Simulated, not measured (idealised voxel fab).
Process module, titled voxel capacitor over wiring
Section shown: cut. Width: 175 nm. Cell size: 5 nm, square.
We lay out every cross-section as a grid of square cells and spell it out in bands from the top down, where one band means one or more rows of cells. Band: top and bottom heights (nm) first, top before bottom; then materials from left to right, widths in nm. "all across" marks a sole material filling the band edge to edge. "air" denotes empty space. Beneath 0, the wafer as received is one material, and that level is where height counting begins. The lowest band goes on downward without a bottom; it is written like "z 0 and below". With a width like "30 to 40", each row of cells in the band differs from the next by the same amount, the top row carrying the first number and the bottom row the second. For the purposes of this document, the phrase "nothing got changed" attached to a step denotes that no cell within the cross-section was modified by that step. Look at "Enclosed cavity list" for the closed voids: empty spaces with no open path to the top, sized 8 cells or up. Each is width x height at distance, distance from the left edge, all nm. Formally, on a step line, whatever follows the settings is a remark that the simulator itself makes on the step. overlay nm: on a step with a mask, how far right of its planned place the mask lay; negative means left. Heads up before you read on: it's before/after pairs around one process step each, after side only down to the lowest band that changed, step plus settings under the pair. Pairs can be from different runs of this module, same starting wafer, so only chain a pair onto the one above if its "Snapshot before" entry says so.

Snapshot before:
- z 145 to 110  air=45 | resist=60 | air=70
- z 110 to 95  SiN all across
- z 95 to 85  TiN all across
- z 85 to 80  SiN all across
- z 80 to 70  TiN all across
- z 70 to 50  lowk=45 | TiN=5 | Cu=5 | TiN=5 | lowk=115
- z 50 to 45  SiCN=45 | TiN=15 | SiCN=115
- z 45 to 40  SiCN=35 | Ru=30 | SiCN=45 | Ru=30 | SiCN=35
- z 40 to 15  lowk=40 | TiN=5 | Cu=10 | TiN=5 | lowk=55 | TiN=5 | Cu=10 | TiN=5 | lowk=40
- z 15 to 10  SiN=40 | TiN=20 | SiN=55 | TiN=20 | SiN=40
- z 10 to 0  SiO2 all across
- z 0 and below  Si all across
- Enclosed cavity list: none

Result of Step:
- z 130 to 110  air=45 | resist=60 | air=70
- Below 110, no change.
- Enclosed cavity list: none
Q: step between the cross-sections above? A: DIRECTIONAL_ETCH with etch materials aC, depth nm 15

Snapshot before: per the after cross-section of the pair just above.

Result of Step:
- z 110 to 95  SiN all across
- Below 95, no change.
- Enclosed cavity list: none
Q: step between the cross-sections above? A: STRIP with etch materials resist

Snapshot before: per the after cross-section of the pair just above.

Result of Step:
- z 105 to 95  SiN all across
- Below 95, no change.
- Enclosed cavity list: none
Q: step between the cross-sections above? A: DIRECTIONAL_ETCH with etch materials SiN, depth nm 5

Snapshot before: per the after cross-section of the pair just above.

Result of Step:
- z 120 to 105  aC all across
- Below 105, no change.
- Enclosed cavity list: none
Q: step between the cross-sections above? A: DIRECTIONAL_DEP with material aC, thk nm 15

Snapshot before: per the after cross-section of the pair just above.

Result of Step:
- z 150 to 120  air=40 | resist=70 | air=65
- Below 120, no change.
- Enclosed cavity list: none
Q: step between the cross-sections above? A: PATTERN with tone cover, mask id LOWER_PLATE, material resist, width nm 70, thk nm 30, overlay nm 0

Snapshot before: per the after cross-section of the pair just above.

Result of Step:
- z 135 to 120  air=40 | resist=70 | air=65
- z 120 to 105  air=40 | aC=70 | air=65
- Below 105, no change.
- Enclosed cavity list: none
Q: step between the cross-sections above? A: DIRECTIONAL_ETCH with etch materials aC, depth nm 15

Snapshot before: per the after cross-section of the pair just above.

Result of Step:
- z 120 to 105  air=40 | aC=70 | air=65
- Below 105, no change.
- Enclosed cavity list: none
Q: step between the cross-sections above? A: STRIP with etch materials resist

Snapshot before: per the after cross-section of the pair just above.

Result of Step:
- z 105 to 95  SiN all across
- Below 95, no change.
- Enclosed cavity list: none
Q: step between the cross-sections above? A: STRIP with etch materials aC

Snapshot before: per the after cross-section of the pair just above.

Result of Step:
- z 120 to 105  SiO2 all across
- Below 105, no change.
- Enclosed cavity list: none
Q: step between the cross-sections above? A: FILL_DEP with material SiO2, thk nm 15

Snapshot before: per the after cross-section of the pair just above.

Result of Step:
- z 105 to 95  SiN all across
- Below 95, no change.
- Enclosed cavity list: none
Q: step between the cross-sections above? A: CMP with height nm 105

Snapshot before: per the after cross-section of the pair just above.

Result of Step:
- z 110 to 105  TiN all across
- Below 105, no change.
- Enclosed cavity list: none
Q: step between the cross-sections above? A: CONFORMAL_DEP with material TiN, thk nm 5

Snapshot before: per the after cross-section of the pair just above.

Result of Step:
- z 115 to 110  Ru all across
- Below 110, no change.
- Enclosed cavity list: none
Q: step between the cross-sections above? A: FILL_DEP with material Ru, thk nm 5

Snapshot before: per the after cross-section of the pair just above.

Result of Step:
- z 105 to 95  SiN all across
- Below 95, no change.
- Enclosed cavity list: none
Q: step between the cross-sections above? A: CMP with height nm 105

Snapshot before: per the after cross-section of the pair just above.

Result of Step:
- z 110 to 105  SiCN all across
- Below 105, no change.
- Enclosed cavity list: none
Q: step between the cross-sections above? A: CONFORMAL_DEP with material SiCN, thk nm 5

Snapshot before:
- z 110 to 95  aC all across
- z 95 to 85  TiN all across
- z 85 to 80  SiN all across
- z 80 to 70  TiN all across
- z 70 to 50  lowk=45 | TiN=5 | Cu=5 | TiN=5 | lowk=115
- z 50 to 45  SiCN=45 | TiN=15 | SiCN=115
- z 45 to 40  SiCN=35 | Ru=30 | SiCN=45 | Ru=30 | SiCN=35
- z 40 to 15  lowk=40 | TiN=5 | Cu=10 | TiN=5 | lowk=55 | TiN=5 | Cu=10 | TiN=5 | lowk=40
- z 15 to 10  SiN=40 | TiN=20 | SiN=55 | TiN=20 | SiN=40
- z 10 to 0  SiO2 all across
- z 0 and below  Si all across
- Enclosed cavity list: none

Result of Step:
- z 145 to 110  resist=45 | air=60 | resist=70
- Below 110, no change.
- Enclosed cavity list: none
Q: step between the cross-sections above? A: PATTERN with tone open, mask id UPPER_PLATE, material resist, width nm 60, thk nm 35, overlay nm 0

Snapshot before: per the after cross-section of the pair just above.

Result of Step:
- z 130 to 110  resist=45 | air=60 | resist=70
- z 110 to 95  aC=45 | air=60 | aC=70
- Below 95, no change.
- Enclosed cavity list: none
Q: step between the cross-sections above? A: DIRECTIONAL_ETCH with etch materials aC, depth nm 15

Snapshot before: per the after cross-section of the pair just above.

Result of Step:
- z 110 to 95  aC=45 | air=60 | aC=70
- Below 95, no change.
- Enclosed cavity list: none
Q: step between the cross-sections above? A: STRIP with etch materials resist

Snapshot before: per the after cross-section of the pair just above.

Result of Step:
- z 110 to 95  aC=45 | air=60 | aC=70
- z 95 to 85  TiN=45 | air=60 | TiN=70
- Below 85, no change.
- Enclosed cavity list: none
Q: step between the cross-sections above? A: DIRECTIONAL_ETCH with etch materials TiN, depth nm 10

Snapshot before: per the after cross-section of the pair just above.

Result of Step:
- z 110 to 95  aC=45 | air=60 | aC=70
- z 95 to 85  TiN=45 | air=60 | TiN=70
- z 85 to 80  SiN=45 | air=60 | SiN=70
- Below 80, no change.
- Enclosed cavity list: none
Q: step between the cross-sections above? A: DIRECTIONAL_ETCH with etch materials SiN, depth nm 5

Snapshot before: per the after cross-section of the pair just above.

Result of Step:
- z 95 to 85  TiN=45 | air=60 | TiN=70
- Below 85, no change.
- Enclosed cavity list: none
Q: step between the cross-sections above? A: STRIP with etch materials aC

Snapshot before: per the after cross-section of the pair just above.

Result of Step:
- z 110 to 95  aC=45 | air=60 | aC=70
- z 95 to 85  TiN=45 | aC=60 | TiN=70
- z 85 to 80  SiN=45 | aC=60 | SiN=70
- Below 80, no change.
- Enclosed cavity list: none
Q: step between the cross-sections above? A: DIRECTIONAL_DEP with material aC, thk nm 15

Snapshot before: per the after cross-section of the pair just above.

Result of Step:
- z 140 to 110  air=40 | resist=70 | air=65
- z 110 to 95  aC=45 | resist=60 | aC=70
- Below 95, no change.
- Enclosed cavity list: none
Q: step between the cross-sections above? A: PATTERN with tone cover, mask id LOWER_PLATE, material resist, width nm 70, thk nm 30, overlay nm 0

Snapshot before: per the after cross-section of the pair just above.

Result of Step:
- z 125 to 110  air=40 | resist=70 | air=65
- z 110 to 95  air=40 | aC=5 | resist=60 | aC=5 | air=65
- Below 95, no change.
- Enclosed cavity list: none
Q: step between the cross-sections above? A: DIRECTIONAL_ETCH with etch materials aC, depth nm 15

Snapshot before: per the after cross-section of the pair just above.

Result of Step:
- z 110 to 95  air=40 | aC=5 | air=60 | aC=5 | air=65
- Below 95, no change.
- Enclosed cavity list: none
Q: step between the cross-sections above? A: STRIP with etch materials resist

Snapshot before: per the after cross-section of the pair just above.

Result of Step:
- z 110 to 95  air=40 | aC=5 | air=60 | aC=5 | air=65
- z 95 to 85  air=40 | TiN=5 | aC=60 | TiN=5 | air=65
- Below 85, no change.
- Enclosed cavity list: none
Q: step between the cross-sections above? A: DIRECTIONAL_ETCH with etch materials TiN, depth nm 10

Snapshot before: per the after cross-section of the pair just above.

Result of Step:
- z 95 to 85  air=40 | TiN=5 | air=60 | TiN=5 | air=65
- z 85 to 80  SiN=45 | air=60 | SiN=70
- Below 80, no change.
- Enclosed cavity list: none
Q: step between the cross-sections above? A: STRIP with etch materials aC

Snapshot before: per the after cross-section of the pair just above.

Result of Step:
- z 110 to 95  SiO2 all across
- z 95 to 85  SiO2=40 | TiN=5 | SiO2=60 | TiN=5 | SiO2=65
- z 85 to 80  SiN=45 | SiO2=60 | SiN=70
- Below 80, no change.
- Enclosed cavity list: none
Q: step between the cross-sections above? A: FILL_DEP with material SiO2, thk nm 15

Snapshot before: per the after cross-section of the pair just above.

Result of Step:
- z 105 to 95  SiO2 all across
- Below 95, no change.
- Enclosed cavity list: none
Q: step between the cross-sections above? A: CMP with height nm 105

Snapshot before: per the after cross-section of the pair just above.

Result of Step:
- z 105 to 95  SiO2=55 | air=15 | SiO2=105
- Below 95, no change.
- Enclosed cavity list: none
Q: step between the cross-sections above? A: MASKED_ETCH with tone open, mask id PLUG_2, width nm 15, etch materials SiO2, depth nm 10, overlay nm 0

Snapshot before: per the after cross-section of the pair just above.

Result of Step:
- z 110 to 105  TiN=60 | air=5 | TiN=110
- z 105 to 100  SiO2=55 | TiN=5 | air=5 | TiN=5 | SiO2=105
- z 100 to 95  SiO2=55 | TiN=15 | SiO2=105
- Below 95, no change.
- Enclosed cavity list: none
Q: step between the cross-sections above? A: CONFORMAL_DEP with material TiN, thk nm 5

Snapshot before: per the after cross-section of the pair just above.

Result of Step:
- z 115 to 110  Ru all across
- z 110 to 105  TiN=60 | Ru=5 | TiN=110
- z 105 to 100  SiO2=55 | TiN=5 | Ru=5 | TiN=5 | SiO2=105
- Below 100, no change.
- Enclosed cavity list: none
Q: step between the cross-sections above? A: FILL_DEP with material Ru, thk nm 5

Snapshot before: per the after cross-section of the pair just above.

Result of Step:
- z 105 to 100  SiO2=55 | TiN=5 | Ru=5 | TiN=5 | SiO2=105
- Below 100, no change.
- Enclosed cavity list: none
Q: step between the cross-sections above? A: CMP with height nm 105

Snapshot before: per the after cross-section of the pair just above.

Result of Step:
- z 110 to 105  SiCN all across
- Below 105, no change.
- Enclosed cavity list: none
Q: step between the cross-sections above? A: CONFORMAL_DEP with material SiCN, thk nm 5
